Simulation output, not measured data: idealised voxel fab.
Process module name: voxel self aligned vias
We display cut, a cross-section 140 nm in width whose square cells are each 5 nm.
In what follows, cross-sections appear as grids of square cells, described through bands that run from the top down, where every band is one or more rows of cells. Band: top and bottom heights (nm) first, top before bottom; then materials from left to right, widths in nm. "throughout" marks a sole material filling the band edge to edge. "blank" denotes empty space. Basically, 0 is our baseline, since under it the wafer straight out of the box is all one material. The bottom band has no lower end and keeps on going down, so it looks like "from 0 down". The width entry "30->40" should be interpreted row by row: the top row of cells in the band takes the first number, the bottom row takes the second number, and the change between adjacent rows is uniform throughout. "same as before" after a step means that no cell of the cross-section changed. Under "Voids, fully enclosed" you'll find the enclosed gaps, the ones with no way out to the top, that are 8 cells or bigger; each reads width x height at distance, with distance counted from the left edge, everything in nm. Read whatever lies past the settings on a step's line as the simulator's own remark about the step. The line of a step may include "overlay nm". On a step with a mask, this value is how far to the right of its planned place the mask lay. A negative value means the mask lay to the left.

Planned step list for the process
1,RECEIVE: material Si
2,CONFORMAL_DEP: material SiO2, thk nm 10
3,CONFORMAL_DEP: material SiCN, thk nm 5
4,DIRECTIONAL_DEP: material lowk, thk nm 30
5,PATTERN: tone open, mask id LINES, material resist, width nm 30, pitch nm 55, thk nm 20, overlay nm 0
6,DIRECTIONAL_ETCH: etch materials lowk, depth nm 30
7,STRIP: etch materials resist
8,CONFORMAL_DEP: material TiN, thk nm 5
9,FILL_DEP: material W, thk nm 10
10,CMP: height nm 45
11,SELECTIVE_ETCH: etch materials W Ru TiN, depth nm 5
12,FILL_DEP: material SiN, thk nm 5
13,CMP: height nm 45
14,DIRECTIONAL_DEP: material lowk, thk nm 20
15,DIRECTIONAL_DEP: material aC, thk nm 15
16,PATTERN: tone open, mask id VIAS, material resist, width nm 30, thk nm 30, overlay nm 0
17,DIRECTIONAL_ETCH: etch materials aC, depth nm 15
18,STRIP: etch materials resist
19,DIRECTIONAL_ETCH: etch materials lowk, depth nm 20
20,DIRECTIONAL_ETCH: etch materials SiN, depth nm 5
21,STRIP: etch materials aC
22,CONFORMAL_DEP: material TiN, thk nm 5
23,FILL_DEP: material W, thk nm 5
24,CMP: height nm 65
25,CONFORMAL_DEP: material SiN, thk nm 5
Every wafer here starts from the same state; it is the step 16 width nm that distinguishes them, and the value the plan gives belongs to the first wafer.

Received wafers, first of several: cross-section after step 1
* from 0 down  Si throughout
* Voids, fully enclosed: none

Per-wafer rows below. For each material: cells gained (+) or lost (-) since the wafer was received, as of end of module. Then: closed voids
width nm 30, +28 SiCN, +34 SiN, +56 SiO2, +42 TiN, +48 W, +184 lowk, Voids, fully enclosed: none
width nm 35, +28 SiCN, +34 SiN, +56 SiO2, +43 TiN, +51 W, +180 lowk, Voids, fully enclosed: none
width nm 40, +28 SiCN, +34 SiN, +56 SiO2, +44 TiN, +54 W, +176 lowk, Voids, fully enclosed: none
width nm 45, +28 SiCN, +34 SiN, +56 SiO2, +45 TiN, +57 W, +172 lowk, Voids, fully enclosed: none
width nm 50, +28 SiCN, +34 SiN, +56 SiO2, +46 TiN, +60 W, +168 lowk, Voids, fully enclosed: none
width nm 55, +28 SiCN, +34 SiN, +56 SiO2, +47 TiN, +63 W, +164 lowk, Voids, fully enclosed: none
